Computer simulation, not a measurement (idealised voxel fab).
The name of this process module is voxel transistor to metal.
FYI the section here is cut, 175 nm wide, cells are 5 nm squares.
Cross-section = grid of square cells, listed top down in bands; band = one or more rows. It is stipulated that each band's entry specify, in nanometres, the height of the top of the band and then that of its bottom, followed by the materials of the band in left-to-right sequence, each together with its width in nanometres. A single material marked by the word "all across" is understood to fill the band from edge to edge; the word "empty" is understood to denote empty space. Beneath 0, the wafer as received is one material, and that level is where height counting begins. The lowest band goes on downward without a bottom; it is written like "0 down". A two-number width, for instance "30 to 40", indicates that the width is equal to the first number in the top row of the band and to the second number in the bottom row, and that it changes by a constant amount per row of cells. Where a step carries "nothing was modified", the cross-section came out of it unchanged, cell for cell. "Closed void inventory" contains a list of empty spaces, each no smaller than 8 cells and without an open way to the top, written in the form width x height at distance with the distance from the left edge and all three in nm. If you see something after the settings on a step's line, that's the simulator's own remark about that step. overlay nm: mask right of planned place by this much (step with mask). Neg. = left.
**The planned process steps are enumerated hereunder**
1: RECEIVE | material Si
2: OXIDIZE | depth nm 5
3: CONFORMAL_DEP | material SiN | thk nm 15
4: MASKED_ETCH | tone cover | mask id ACTIVE | width nm 105 | etch materials SiN | depth nm 15 | overlay nm 0
5: MASKED_ETCH | tone cover | mask id ACTIVE | width nm 105 | etch materials SiO2 | depth nm 5 | overlay nm 0
6: MASKED_ETCH | tone cover | mask id ACTIVE | width nm 105 | etch materials Si | depth nm 25 | overlay nm 0
7: OXIDIZE | depth nm 5
8: FILL_DEP | material SiO2 | thk nm 5
9: CMP | height nm 15
10: SELECTIVE_ETCH | etch materials SiO2 | depth nm 15
11: STRIP | etch materials SiN
12: SELECTIVE_ETCH | etch materials SiO2 | depth nm 5
13: OXIDIZE | depth nm 5
14: DIRECTIONAL_DEP | material polySi | thk nm 20
15: DIRECTIONAL_DEP | material SiCN | thk nm 10
16: DIRECTIONAL_DEP | material aC | thk nm 15
17: PATTERN | tone cover | mask id GATE | material resist | width nm 35 | thk nm 35 | overlay nm 0
18: DIRECTIONAL_ETCH | etch materials aC | depth nm 15
19: STRIP | etch materials resist
20: DIRECTIONAL_ETCH | etch materials SiCN | depth nm 20
21: DIRECTIONAL_ETCH | etch materials polySi | depth nm 30
22: STRIP | etch materials aC
23: CONFORMAL_DEP | material SiN | thk nm 5
24: DIRECTIONAL_ETCH | etch materials SiN | depth nm 5
25: DIRECTIONAL_ETCH | etch materials SiO2 | depth nm 5
26: DIRECTIONAL_ETCH | etch materials Si | depth nm 10
27: EPI | material SiGe | thk nm 15
28: FILL_DEP | material SiO2 | thk nm 5
29: CMP | height nm 15
30: STRIP | etch materials polySi
31: SELECTIVE_ETCH | etch materials SiO2 | depth nm 5
32: CONFORMAL_DEP | material HfO2 | thk nm 5
33: CONFORMAL_DEP | material TiN | thk nm 5
34: FILL_DEP | material W | thk nm 5
35: CMP | height nm 10
36: DIRECTIONAL_DEP | material SiO2 | thk nm 15
37: MASKED_ETCH | tone open | mask id CONTACT | width nm 15 | pitch nm 80 | etch materials SiO2 | depth nm 30 | overlay nm 0
38: CONFORMAL_DEP | material TiN | thk nm 5
39: FILL_DEP | material W | thk nm 5
40: CMP | height nm 25
41: DIRECTIONAL_DEP | material TiN | thk nm 5
42: DIRECTIONAL_DEP | material W | thk nm 15
43: MASKED_ETCH | tone cover | mask id METAL_1 | width nm 15 | pitch nm 80 | etch materials W | depth nm 15 | overlay nm 0
44: MASKED_ETCH | tone cover | mask id METAL_1 | width nm 15 | pitch nm 80 | etch materials TiN | depth nm 5 | overlay nm 0
45: CONFORMAL_DEP | material SiCN | thk nm 5
46: FILL_DEP | material lowk | thk nm 5
47: CMP | height nm 45
48: CONFORMAL_DEP | material SiCN | thk nm 5
49: DIRECTIONAL_DEP | material SiO2 | thk nm 30
50: PATTERN | tone open | mask id METAL_2 | material resist | width nm 15 | pitch nm 80 | thk nm 15 | overlay nm 0
51: DIRECTIONAL_ETCH | etch materials SiO2 | depth nm 15
52: STRIP | etch materials resist
53: DIRECTIONAL_DEP | material aC | thk nm 10
54: PATTERN | tone open | mask id METAL_2_HOLES | material resist | width nm 15 | pitch nm 80 | thk nm 30 | overlay nm 0
55: DIRECTIONAL_ETCH | etch materials aC | depth nm 10
56: STRIP | etch materials resist
57: DIRECTIONAL_ETCH | etch materials SiO2 | depth nm 15
58: DIRECTIONAL_ETCH | etch materials SiCN | depth nm 5
59: STRIP | etch materials aC
60: CONFORMAL_DEP | material TiN | thk nm 5
61: FILL_DEP | material Cu | thk nm 10
62: CMP | height nm 80
63: CONFORMAL_DEP | material SiCN | thk nm 5
**Delivered wafer in cross-section: state after step 1**
* 0 down | Si all across
* Closed void inventory: none
**Figure: cross-sectional view of the wafer upon completion of the module, processed from the initial state and according to the plan depicted above, with one error introduced during execution**
* 85 to 80 | SiCN all across
* 80 to 50 | SiO2 (40)  TiN (5)  Cu (5)  TiN (5)  SiO2 (65)  TiN (5)  Cu (5)  TiN (5)  SiO2 (40)
* 50 to 45 | SiCN (40)  TiN (15)  SiCN (65)  TiN (15)  SiCN (40)
* 45 to 30 | lowk (35)  SiCN (5)  W (15)  SiCN (5)  lowk (55)  SiCN (5)  W (15)  SiCN (5)  lowk (35)
* 30 to 25 | SiCN (40)  TiN (15)  SiCN (65)  TiN (15)  SiCN (40)
* 25 to 15 | SiO2 (40)  TiN (5)  W (5)  TiN (5)  SiO2 (65)  TiN (5)  W (5)  TiN (5)  SiO2 (40)
* 15 to 10 | SiO2 (40)  TiN (15)  SiO2 (65)  TiN (15)  SiO2 (40)
* 10 to 5 | SiO2 (40)  TiN (10)  SiGe (15)  SiN (5)  HfO2 (5)  TiN (5)  W (15)  TiN (5)  HfO2 (5)  SiN (5)  SiGe (15)  TiN (10)  SiO2 (40)
* 5 to 0 | SiO2 (40)  TiN (10)  SiGe (15)  SiN (5)  HfO2 (5)  TiN (25)  HfO2 (5)  SiN (5)  SiGe (15)  TiN (10)  SiO2 (40)
* 0 to -5 | SiO2 (35)  SiN (5)  SiGe (25)  HfO2 (45)  SiGe (25)  SiN (5)  SiO2 (35)
* -5 to -15 | SiO2 (40)  SiGe (25)  Si (45)  SiGe (25)  SiO2 (40)
* -15 to -35 | SiO2 (40)  Si (95)  SiO2 (40)
* -35 down | Si all across
* Closed void inventory: none
Where did the run depart from the plan? the processing plan was not followed for steps 11 and 12, which were run with their positions exchanged
